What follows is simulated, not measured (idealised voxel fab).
process module | voxel wiring stack
cross-section cut | 230 nm wide | cells 5 nm
A cross-section is a grid of square cells, given in bands from the top down. A band is one or more rows of cells.
Each band's line starts with the height of the band's top and of its bottom, in nm. Then come its materials from left to right, each with its width in nm. One material with "throughout" fills the band from edge to edge. "air" is empty space.
Height 0 is the level under which the wafer as received is all one material. The lowest band goes on downwards, as in "0 down".
A width such as "30 to 40" changes by the same amount from each row of cells to the next, from the band's top row to its bottom row.
"no change" after a step means that no cell of the cross-section changed.
closed voids: empty space of 8 cells or more with no open way to the top, each as width x height at its distance from the left edge, in nm
after a step's settings: what the simulator itself notes on the step
overlay nm, on a step with a mask: how far to the right of its planned place the mask lay; to the left if negative
plan
1 op RECEIVE | material Si
2 op CONFORMAL_DEP | material SiO2 | thk nm 15
3 op CONFORMAL_DEP | material SiN | thk nm 5
4 op DIRECTIONAL_DEP | material SiO2 | thk nm 20
5 op DIRECTIONAL_DEP | material aC | thk nm 10
6 op PATTERN | tone open | mask id METAL_1 | material resist | width nm 20 | pitch nm 50 | thk nm 25 | overlay nm 0
7 op DIRECTIONAL_ETCH | etch materials aC | depth nm 10
8 op STRIP | etch materials resist
9 op DIRECTIONAL_ETCH | etch materials SiO2 | depth nm 20
10 op DIRECTIONAL_ETCH | etch materials SiN | depth nm 5
11 op STRIP | etch materials aC
12 op CONFORMAL_DEP | material TiN | thk nm 5
13 op FILL_DEP | material W | thk nm 10
14 op CMP | height nm 40
15 op EPI | material Ru | thk nm 5
16 op FILL_DEP | material SiCN | thk nm 5
17 op DIRECTIONAL_DEP | material lowk | thk nm 30
18 op MASKED_ETCH | tone open | mask id METAL_2_HOLES | width nm 15 | pitch nm 50 | etch materials lowk | depth nm 30 | overlay nm 0
19 op MASKED_ETCH | tone open | mask id METAL_2 | width nm 20 | pitch nm 50 | etch materials lowk | depth nm 15 | overlay nm 0
20 op MASKED_ETCH | tone open | mask id METAL_2 | width nm 20 | pitch nm 50 | etch materials SiCN | depth nm 5 | overlay nm 0
21 op CONFORMAL_DEP | material TiN | thk nm 5
22 op FILL_DEP | material Cu | thk nm 5
23 op CMP | height nm 80
24 op CONFORMAL_DEP | material SiCN | thk nm 5
25 op DIRECTIONAL_DEP | material lowk | thk nm 25
26 op PATTERN | tone open | mask id METAL_3 | material resist | width nm 20 | pitch nm 50 | thk nm 20 | overlay nm 0
27 op DIRECTIONAL_ETCH | etch materials lowk | depth nm 15
28 op STRIP | etch materials resist
29 op PATTERN | tone open | mask id METAL_3_HOLES | material resist | width nm 15 | pitch nm 50 | thk nm 20 | overlay nm 0
30 op DIRECTIONAL_ETCH | etch materials lowk | depth nm 10
31 op DIRECTIONAL_ETCH | etch materials SiCN | depth nm 5
32 op STRIP | etch materials resist
33 op CONFORMAL_DEP | material TiN | thk nm 5
34 op FILL_DEP | material Ru | thk nm 10
35 op CMP | height nm 110
36 op CONFORMAL_DEP | material SiN | thk nm 5
as received, after step 1
  0 down: Si throughout
  closed voids: none
first wafer at the end, as planned
  115 to 110: SiN throughout
  110 to 100: lowk 80 | TiN 5 | Ru 10 | TiN 5 | lowk 30 | TiN 5 | Ru 10 | TiN 5 | lowk 80
  100 to 95: lowk 80 | TiN 5 | Ru 5 | TiN 10 | lowk 30 | TiN 5 | Ru 5 | TiN 10 | lowk 80
  95 to 85: lowk 80 | TiN 5 | Ru 5 | TiN 5 | lowk 35 | TiN 5 | Ru 5 | TiN 5 | lowk 85
  85 to 80: SiCN 80 | TiN 15 | SiCN 35 | TiN 15 | SiCN 85
  80 to 70: lowk 80 | TiN 5 | Cu 10 | TiN 5 | lowk 30 | TiN 5 | Cu 10 | TiN 5 | lowk 80
  70 to 65: lowk 80 | TiN 5 | Cu 5 | TiN 10 | lowk 30 | TiN 5 | Cu 5 | TiN 10 | lowk 80
  65 to 50: lowk 80 | TiN 5 | Cu 5 | TiN 5 | lowk 35 | TiN 5 | Cu 5 | TiN 5 | lowk 85
  50 to 45: SiCN 80 | TiN 15 | SiCN 35 | TiN 15 | SiCN 85
  45 to 40: SiCN 75 | Ru 30 | SiCN 20 | Ru 30 | SiCN 75
  40 to 20: SiO2 80 | TiN 5 | W 10 | TiN 5 | SiO2 30 | TiN 5 | W 10 | TiN 5 | SiO2 80
  20 to 15: SiN 80 | TiN 20 | SiN 30 | TiN 20 | SiN 80
  15 to 0: SiO2 throughout
  0 down: Si throughout
  closed voids: none
second wafer at the end: like start, like plan, one mistake
  115 to 110: SiN throughout
  110 to 100: Ru 90 to 75 | TiN 5 to 20 | lowk 5 | TiN 5 | Ru 35 to 20 | TiN 5 to 20 | lowk 5 | TiN 5 | Ru 75
  100 to 95: TiN 80 | lowk 20 | TiN 30 | lowk 20 | TiN 80
  95 to 85: lowk throughout
  85 to 80: SiCN throughout
  80 to 70: lowk 80 | TiN 5 | Cu 10 | TiN 5 | lowk 30 | TiN 5 | Cu 10 | TiN 5 | lowk 80
  70 to 65: lowk 80 | TiN 5 | Cu 5 | TiN 10 | lowk 30 | TiN 5 | Cu 5 | TiN 10 | lowk 80
  65 to 50: lowk 80 | TiN 5 | Cu 5 | TiN 5 | lowk 35 | TiN 5 | Cu 5 | TiN 5 | lowk 85
  50 to 45: SiCN 80 | TiN 15 | SiCN 35 | TiN 15 | SiCN 85
  45 to 40: SiCN 75 | Ru 30 | SiCN 20 | Ru 30 | SiCN 75
  40 to 20: SiO2 80 | TiN 5 | W 10 | TiN 5 | SiO2 30 | TiN 5 | W 10 | TiN 5 | SiO2 80
  20 to 15: SiN 80 | TiN 20 | SiN 30 | TiN 20 | SiN 80
  15 to 0: SiO2 throughout
  0 down: Si throughout
  closed voids: none
what went wrong: step 26 ran as: op PATTERN | tone cover | mask id METAL_3 | material resist | width nm 20 | pitch nm 50 | thk nm 20 | overlay nm 0
at the end the second wafer has, in cells: 60 more of Ru | 6 more of SiCN | 24 more of TiN | 90 fewer of lowk
